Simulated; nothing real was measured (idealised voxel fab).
Process module, titled voxel self aligned contacts
Section cut is 195 nm wide and gridded with 5 nm square cells.
How to read a cross-section here: the picture is a grid of square cells, written as bands going from the top down, and any band can span one or more rows of cells.
For a band, the entry starts with two heights in nm, that of the top and then that of the bottom, and carries on with the band's materials in order from left to right, each alongside its width in nm; the word "throughout" beside a single material means it fills the band edge to edge, and "air" means empty space.
The reference from which all heights are counted is 0, the level beneath which the as-received wafer is entirely one material; the lowest band, having no lower bound, proceeds downward and is written after the example "0 and below".
The expression "30->40" gives the width at the extremes of the band, the first number at its top row of cells and the second at its bottom row, with the width changing by equal amounts from each row to the next in between.
Reading "remained the same" for a step: not a cell of the cross-section changed in it.
This entry, "Closed voids list", enumerates those empty regions of no fewer than 8 cells that possess no open connection to the top. Each region is reported in the form width x height at distance, the distance being taken from the left edge, with all three quantities expressed in nm.
Note: text after step settings on the step line = simulator remark on that step.
The optional step-line setting "overlay nm" applies to steps with a mask and quantifies how far to the right of its planned location the mask lay, a negative value indicating leftward placement.

Steps planned for the process:
1. RECEIVE | material Si
2. CONFORMAL_DEP | material SiO2 | thk nm 5
3. DIRECTIONAL_DEP | material polySi | thk nm 25
4. DIRECTIONAL_DEP | material SiN | thk nm 25
5. DIRECTIONAL_DEP | material aC | thk nm 15
6. PATTERN | tone cover | mask id GATE | material resist | width nm 25 | pitch nm 65 | thk nm 35 | overlay nm 0
7. DIRECTIONAL_ETCH | etch materials aC | depth nm 15
8. STRIP | etch materials resist
9. DIRECTIONAL_ETCH | etch materials SiN | depth nm 25
10. DIRECTIONAL_ETCH | etch materials polySi | depth nm 25
11. STRIP | etch materials aC
12. CONFORMAL_DEP | material SiN | thk nm 10
13. DIRECTIONAL_ETCH | etch materials SiN | depth nm 10
14. FILL_DEP | material SiO2 | thk nm 15
15. CMP | height nm 60
16. MASKED_ETCH | tone open | mask id CONTACT | width nm 40 | etch materials SiO2 | depth nm 60 | overlay nm 0
17. CONFORMAL_DEP | material TiN | thk nm 5
18. FILL_DEP | material Ru | thk nm 5
19. CMP | height nm 60
20. CONFORMAL_DEP | material SiN | thk nm 5
Split variable: width nm, step 16. Plan value = first wafer. Wafers start alike.

As-received state after step 1, first of several wafers, cross-section:
- 0 and below = Si throughout
- Closed voids list: none

Here is how to read the rows: every wafer has a row, and it shows the wafer at the end of the module, giving for each material how many cells were gained (+) or lost (-) since the wafer was received, then listing its closed voids:
width nm 40, +22 Ru, +169 SiN, +236 SiO2, +30 TiN, +50 polySi, Closed voids list: none
width nm 45, +22 Ru, +169 SiN, +235 SiO2, +31 TiN, +50 polySi, Closed voids list: none
width nm 50, +22 Ru, +169 SiN, +234 SiO2, +32 TiN, +50 polySi, Closed voids list: none
width nm 55, +22 Ru, +169 SiN, +233 SiO2, +33 TiN, +50 polySi, Closed voids list: none
width nm 60, +22 Ru, +169 SiN, +232 SiO2, +34 TiN, +50 polySi, Closed voids list: none
width nm 65, +22 Ru, +169 SiN, +231 SiO2, +35 TiN, +50 polySi, Closed voids list: none
